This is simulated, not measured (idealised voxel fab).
Module name: voxel self aligned contacts (process module)
Section shown: cut. Width: 285 nm. Cell size: 5 nm, square.
For the purposes of this document, a cross-section shall be understood as a grid of square cells, specified as bands listed in top-to-bottom order, each band consisting of one or more rows of cells. A band entry consists of two parts. The first gives the height of the band's top and the height of its bottom, in nm. The rest lists the band's materials from left to right, each with its width in nm. A single material labelled with the word "full width" fills the band from edge to edge, and the word "empty" marks empty space. Height is counted from the level 0, under which the received wafer is composed throughout of one material. The lowest of the bands is not closed at the bottom but continues downward, in the notation "0 -> down". Width "30..40": first value at the band's top row of cells, second value at its bottom row, equal change from row to row. Given "no alterations made" for a step, no cell of the cross-section differs between before and after that step. Closed empty spaces (no open way to the top) of 8 cells or more are what "Enclosed void entries" lists, each as width x height at distance from the left edge, nm for all three. after a step's settings: what the simulator itself notes on the step. What "overlay nm" on a step's line means: if the step has a mask, that mask lay this far to the right of its planned place, or, when the value is negative, to the left.

Process steps (planned):
step 1: RECEIVE,material Si
step 2: OXIDIZE,depth nm 5
step 3: DIRECTIONAL_DEP,material polySi,thk nm 30
step 4: DIRECTIONAL_DEP,material SiN,thk nm 20
step 5: MASKED_ETCH,tone cover,mask id GATE,width nm 25,pitch nm 60,etch materials SiN,depth nm 20,overlay nm 0
step 6: MASKED_ETCH,tone cover,mask id GATE,width nm 25,pitch nm 60,etch materials polySi,depth nm 30,overlay nm 0
step 7: CONFORMAL_DEP,material SiN,thk nm 5
step 8: DIRECTIONAL_ETCH,etch materials SiN,depth nm 5
step 9: FILL_DEP,material SiO2,thk nm 15
step 10: CMP,height nm 60
step 11: DIRECTIONAL_DEP,material aC,thk nm 10
step 12: PATTERN,tone open,mask id CONTACT,material resist,width nm 45,thk nm 30,overlay nm 0
step 13: DIRECTIONAL_ETCH,etch materials aC,depth nm 10
step 14: STRIP,etch materials resist
step 15: DIRECTIONAL_ETCH,etch materials SiO2,depth nm 65
step 16: STRIP,etch materials aC
step 17: CONFORMAL_DEP,material TiN,thk nm 5
step 18: FILL_DEP,material W,thk nm 10
step 19: CMP,height nm 60
step 20: CONFORMAL_DEP,material SiCN,thk nm 5

First wafer out of two, processed as planned:

Incoming wafer, cross-sectional view, post step 1:
> 0 -> down = Si full width
> Enclosed void entries: none

You're looking at a cross-section of the wafer after step 2:
> 0 -> -5 = SiO2 full width
> Below a height of -5, the structure has not been altered.

You're looking at a cross-section of the wafer after step 3:
> 30 -> 0 = polySi full width
> Below a height of 0, the structure has not been altered.

You're looking at a cross-section of the wafer after step 4:
> 50 -> 30 = SiN full width
> Below a height of 30, the structure has not been altered.

You're looking at a cross-section of the wafer after step 5:
> 50 -> 30 = 100 empty; 25 SiN; 35 empty; 25 SiN; 100 empty
> Below a height of 30, the structure has not been altered.

You're looking at a cross-section of the wafer after step 6:
> 50 -> 30 = 100 empty; 25 SiN; 35 empty; 25 SiN; 100 empty
> 30 -> 0 = 100 empty; 25 polySi; 35 empty; 25 polySi; 100 empty
> Below a height of 0, the structure has not been altered.

You're looking at a cross-section of the wafer after step 7:
> 55 -> 30 = 95 empty; 35 SiN; 25 empty; 35 SiN; 95 empty
> 30 -> 5 = 95 empty; 5 SiN; 25 polySi; 5 SiN; 25 empty; 5 SiN; 25 polySi; 5 SiN; 95 empty
> 5 -> 0 = 100 SiN; 25 polySi; 35 SiN; 25 polySi; 100 SiN
> Below a height of 0, the structure has not been altered.

You're looking at a cross-section of the wafer after step 8:
> 50 -> 30 = 95 empty; 35 SiN; 25 empty; 35 SiN; 95 empty
> 30 -> 0 = 95 empty; 5 SiN; 25 polySi; 5 SiN; 25 empty; 5 SiN; 25 polySi; 5 SiN; 95 empty
> Below a height of 0, the structure has not been altered.

You're looking at a cross-section of the wafer after step 9:
> 65 -> 50 = SiO2 full width
> 50 -> 30 = 95 SiO2; 35 SiN; 25 SiO2; 35 SiN; 95 SiO2
> 30 -> 0 = 95 SiO2; 5 SiN; 25 polySi; 5 SiN; 25 SiO2; 5 SiN; 25 polySi; 5 SiN; 95 SiO2
> Below a height of 0, the structure has not been altered.

You're looking at a cross-section of the wafer after step 10:
> 60 -> 50 = SiO2 full width
> Below a height of 50, the structure has not been altered.

You're looking at a cross-section of the wafer after step 11:
> 70 -> 60 = aC full width
> Below a height of 60, the structure has not been altered.

You're looking at a cross-section of the wafer after step 12:
> 100 -> 70 = 120 resist; 45 empty; 120 resist
> Below a height of 70, the structure has not been altered.

You're looking at a cross-section of the wafer after step 13:
> 90 -> 70 = 120 resist; 45 empty; 120 resist
> 70 -> 60 = 120 aC; 45 empty; 120 aC
> Below a height of 60, the structure has not been altered.

You're looking at a cross-section of the wafer after step 14:
> 70 -> 60 = 120 aC; 45 empty; 120 aC
> Below a height of 60, the structure has not been altered.

You're looking at a cross-section of the wafer after step 15:
> 70 -> 60 = 120 aC; 45 empty; 120 aC
> 60 -> 50 = 120 SiO2; 45 empty; 120 SiO2
> 50 -> 30 = 95 SiO2; 35 SiN; 25 empty; 35 SiN; 95 SiO2
> 30 -> 0 = 95 SiO2; 5 SiN; 25 polySi; 5 SiN; 25 empty; 5 SiN; 25 polySi; 5 SiN; 95 SiO2
> 0 -> -5 = 130 SiO2; 25 empty; 130 SiO2
> Below a height of -5, the structure has not been altered.

You're looking at a cross-section of the wafer after step 16:
> 60 -> 50 = 120 SiO2; 45 empty; 120 SiO2
> Below a height of 50, the structure has not been altered.

You're looking at a cross-section of the wafer after step 17:
> 65 -> 60 = 125 TiN; 35 empty; 125 TiN
> 60 -> 50 = 120 SiO2; 5..15 TiN; 35..15 empty; 5..15 TiN; 120 SiO2
> 50 -> 30 = 95 SiO2; 35 SiN; 5 TiN; 15 empty; 5 TiN; 35 SiN; 95 SiO2
> 30 -> 0 = 95 SiO2; 5 SiN; 25 polySi; 5 SiN; 5 TiN; 15 empty; 5 TiN; 5 SiN; 25 polySi; 5 SiN; 95 SiO2
> 0 -> -5 = 130 SiO2; 25 TiN; 130 SiO2
> Below a height of -5, the structure has not been altered.

You're looking at a cross-section of the wafer after step 18:
> 75 -> 65 = W full width
> 65 -> 60 = 125 TiN; 35 W; 125 TiN
> 60 -> 50 = 120 SiO2; 5..15 TiN; 35..15 W; 5..15 TiN; 120 SiO2
> 50 -> 30 = 95 SiO2; 35 SiN; 5 TiN; 15 W; 5 TiN; 35 SiN; 95 SiO2
> 30 -> 0 = 95 SiO2; 5 SiN; 25 polySi; 5 SiN; 5 TiN; 15 W; 5 TiN; 5 SiN; 25 polySi; 5 SiN; 95 SiO2
> Below a height of 0, the structure has not been altered.

You're looking at a cross-section of the wafer after step 19:
> 60 -> 50 = 120 SiO2; 5..15 TiN; 35..15 W; 5..15 TiN; 120 SiO2
> Below a height of 50, the structure has not been altered.

You're looking at a cross-section of the wafer after step 20:
> 65 -> 60 = SiCN full width
> Below a height of 60, the structure has not been altered.

Companion wafer, the second of two: same beginning, same intended sequence, one mistake in carrying it out; through step 5 inclusive it tracks the first exactly:

when step 6 should have ended:
> 50 -> 30 = 100 empty; 25 SiN; 35 empty; 25 SiN; 100 empty
> 30 -> 10 = 100 empty; 25 polySi; 35 empty; 25 polySi; 100 empty
> Below a height of 10, the structure has not been altered.

when step 7 should have ended:
> 55 -> 30 = 95 empty; 35 SiN; 25 empty; 35 SiN; 95 empty
> 30 -> 15 = 95 empty; 5 SiN; 25 polySi; 5 SiN; 25 empty; 5 SiN; 25 polySi; 5 SiN; 95 empty
> 15 -> 10 = 100 SiN; 25 polySi; 35 SiN; 25 polySi; 100 SiN
> Below a height of 10, the structure has not been altered.

when step 8 should have ended:
> 50 -> 30 = 95 empty; 35 SiN; 25 empty; 35 SiN; 95 empty
> 30 -> 10 = 95 empty; 5 SiN; 25 polySi; 5 SiN; 25 empty; 5 SiN; 25 polySi; 5 SiN; 95 empty
> Below a height of 10, the structure has not been altered.

when step 9 should have ended:
> 65 -> 50 = SiO2 full width
> 50 -> 30 = 95 SiO2; 35 SiN; 25 SiO2; 35 SiN; 95 SiO2
> 30 -> 10 = 95 SiO2; 5 SiN; 25 polySi; 5 SiN; 25 SiO2; 5 SiN; 25 polySi; 5 SiN; 95 SiO2
> Below a height of 10, the structure has not been altered.

when step 10 should have ended:
> 60 -> 50 = SiO2 full width
> Below a height of 50, the structure has not been altered.

when step 11 should have ended:
> 70 -> 60 = aC full width
> Below a height of 60, the structure has not been altered.

when step 12 should have ended:
> 100 -> 70 = 120 resist; 45 empty; 120 resist
> Below a height of 70, the structure has not been altered.

when step 13 should have ended:
> 90 -> 70 = 120 resist; 45 empty; 120 resist
> 70 -> 60 = 120 aC; 45 empty; 120 aC
> Below a height of 60, the structure has not been altered.

when step 14 should have ended:
> 70 -> 60 = 120 aC; 45 empty; 120 aC
> Below a height of 60, the structure has not been altered.

when step 15 should have ended:
> 70 -> 60 = 120 aC; 45 empty; 120 aC
> 60 -> 50 = 120 SiO2; 45 empty; 120 SiO2
> 50 -> 30 = 95 SiO2; 35 SiN; 25 empty; 35 SiN; 95 SiO2
> 30 -> 10 = 95 SiO2; 5 SiN; 25 polySi; 5 SiN; 25 empty; 5 SiN; 25 polySi; 5 SiN; 95 SiO2
> Below a height of 10, the structure has not been altered.

when step 16 should have ended:
> 60 -> 50 = 120 SiO2; 45 empty; 120 SiO2
> Below a height of 50, the structure has not been altered.

when step 17 should have ended:
> 65 -> 60 = 125 TiN; 35 empty; 125 TiN
> 60 -> 50 = 120 SiO2; 5..15 TiN; 35..15 empty; 5..15 TiN; 120 SiO2
> 50 -> 30 = 95 SiO2; 35 SiN; 5 TiN; 15 empty; 5 TiN; 35 SiN; 95 SiO2
> 30 -> 15 = 95 SiO2; 5 SiN; 25 polySi; 5 SiN; 5 TiN; 15 empty; 5 TiN; 5 SiN; 25 polySi; 5 SiN; 95 SiO2
> 15 -> 10 = 95 SiO2; 5 SiN; 25 polySi; 5 SiN; 25 TiN; 5 SiN; 25 polySi; 5 SiN; 95 SiO2
> Below a height of 10, the structure has not been altered.

when step 18 should have ended:
> 75 -> 65 = W full width
> 65 -> 60 = 125 TiN; 35 W; 125 TiN
> 60 -> 50 = 120 SiO2; 5..15 TiN; 35..15 W; 5..15 TiN; 120 SiO2
> 50 -> 30 = 95 SiO2; 35 SiN; 5 TiN; 15 W; 5 TiN; 35 SiN; 95 SiO2
> 30 -> 15 = 95 SiO2; 5 SiN; 25 polySi; 5 SiN; 5 TiN; 15 W; 5 TiN; 5 SiN; 25 polySi; 5 SiN; 95 SiO2
> Below a height of 15, the structure has not been altered.

when step 19 should have ended:
> 60 -> 50 = 120 SiO2; 5..15 TiN; 35..15 W; 5..15 TiN; 120 SiO2
> Below a height of 50, the structure has not been altered.

when step 20 should have ended:
> 65 -> 60 = SiCN full width
> Below a height of 60, the structure has not been altered.
Processing error: step 6 was not run as planned; what actually ran was MASKED_ETCH,tone cover,mask id GATE,width nm 25,pitch nm 60,etch materials polySi,depth nm 20,overlay nm 0
Once processing is complete, comparing cell counts shows that the second wafer has more or fewer of certain materials than the first: SiN -8; SiO2 -71; TiN -6; W -9; polySi +94
